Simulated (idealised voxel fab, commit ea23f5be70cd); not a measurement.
The following process module bears the name voxel released beams.
In the cross-section labelled cut, the width is 195 nm and each square cell is 5 nm.
We lay out every cross-section as a grid of square cells and spell it out in bands from the top down, where one band means one or more rows of cells.
Basically the band line says how high the top is and how high the bottom is, in nm, and then what's in it from left to right, every material with its width in nm. Empty space shows up as "air", and if a single material carries "full width" it runs the full band edge to edge.
Heights from 0 (as-received wafer is one material below). Bottom band endless downward, as "z 0 and below".
Width: "30..40" (first number = top row, second number = bottom row, same change from row to row of cells).
Basically "changes: none" means that step didn't change any cell in the cross-section.
The entry titled "Closed void register" provides the empty spaces that have no open way to the top, restricted to those of 8 cells or more. Each is presented as width x height at distance, the distance being measured from the left edge, with all three in nm.
Text after the settings on a step's line: the simulator's own remark on that step.
"overlay nm" answers the question of how far to the right of plan the mask lay on a step that has a mask, and when it is negative the answer is to the left.
### Process steps - plan
1) RECEIVE | material Si
2) CONFORMAL_DEP | material SiN | thk nm 5
3) DIRECTIONAL_DEP | material SiO2 | thk nm 10
4) DIRECTIONAL_DEP | material aC | thk nm 10
5) PATTERN | tone open | mask id ANCHOR | material resist | width nm 40 | thk nm 30 | overlay nm 0
6) DIRECTIONAL_ETCH | etch materials aC | depth nm 10
7) STRIP | etch materials resist
8) DIRECTIONAL_ETCH | etch materials SiO2 | depth nm 10
9) STRIP | etch materials aC
10) CONFORMAL_DEP | material W | thk nm 15
11) MASKED_ETCH | tone cover | mask id BEAM | width nm 110 | etch materials W | depth nm 15 | overlay nm 0
12) STRIP | etch materials SiO2
### Wafer, first of two, run as planned
### The cross-section here shows the wafer as received, i.e. in its state after step 1
	z 0 and below: Si full width
	Closed void register: none
### after step 2
	z 5 to 0: SiN full width
	No changes below 0.
### after step 3
	z 15 to 5: SiO2 full width
	No changes below 5.
### after step 4
	z 25 to 15: aC full width
	No changes below 15.
### after step 5
	z 55 to 25: 45 of resist | 40 of air | 110 of resist
	No changes below 25.
### after step 6
	z 45 to 25: 45 of resist | 40 of air | 110 of resist
	z 25 to 15: 45 of aC | 40 of air | 110 of aC
	No changes below 15.
### after step 7
	z 25 to 15: 45 of aC | 40 of air | 110 of aC
	No changes below 15.
### after step 8
	z 25 to 15: 45 of aC | 40 of air | 110 of aC
	z 15 to 5: 45 of SiO2 | 40 of air | 110 of SiO2
	No changes below 5.
### after step 9
	z 15 to 5: 45 of SiO2 | 40 of air | 110 of SiO2
	No changes below 5.
### after step 10
	z 30 to 20: 60 of W | 10 of air | 125 of W
	z 20 to 15: W full width
	z 15 to 5: 45 of SiO2 | 40 of W | 110 of SiO2
	No changes below 5.
### after step 11
	z 30 to 20: 40 of air | 20 of W | 10 of air | 80 of W | 45 of air
	z 20 to 15: 40 of air | 110 of W | 45 of air
	No changes below 15.
### after step 12
	z 30 to 20: 40 of air | 20 of W | 10 of air | 80 of W | 45 of air
	z 20 to 15: 40 of air | 110 of W | 45 of air
	z 15 to 5: 45 of air | 40 of W | 110 of air
	No changes below 5.
### Second Wafer (Identical Start and Plan, One Processing Error; Matches First Wafer Through Step 2)
### Cross-section: second wafer, time at which step 3 was scheduled to end
	z 15 to 0: SiN full width
	No changes below 0.
### Cross-section: second wafer, time at which step 4 was scheduled to end
	z 25 to 15: aC full width
	No changes below 15.
### Cross-section: second wafer, time at which step 5 was scheduled to end
	z 55 to 25: 45 of resist | 40 of air | 110 of resist
	No changes below 25.
### Cross-section: second wafer, time at which step 6 was scheduled to end
	z 45 to 25: 45 of resist | 40 of air | 110 of resist
	z 25 to 15: 45 of aC | 40 of air | 110 of aC
	No changes below 15.
### Cross-section: second wafer, time at which step 7 was scheduled to end
	z 25 to 15: 45 of aC | 40 of air | 110 of aC
	No changes below 15.
Cross-section: second wafer, time at which step 8 was scheduled to end: changes: none
### Cross-section: second wafer, time at which step 9 was scheduled to end
	z 15 to 0: SiN full width
	No changes below 0.
### Cross-section: second wafer, time at which step 10 was scheduled to end
	z 30 to 15: W full width
	No changes below 15.
### Cross-section: second wafer, time at which step 11 was scheduled to end
	z 30 to 15: 40 of air | 110 of W | 45 of air
	No changes below 15.
Cross-section: second wafer, time at which step 12 was scheduled to end: changes: none
What was done differently from what was planned? in deviation from the planned setting, step 3 was conducted as DIRECTIONAL_DEP | material SiN | thk nm 10
Heads up, by the end the second wafer has more or fewer cells of some materials compared to the first: 78 more of SiN, 12 fewer of W
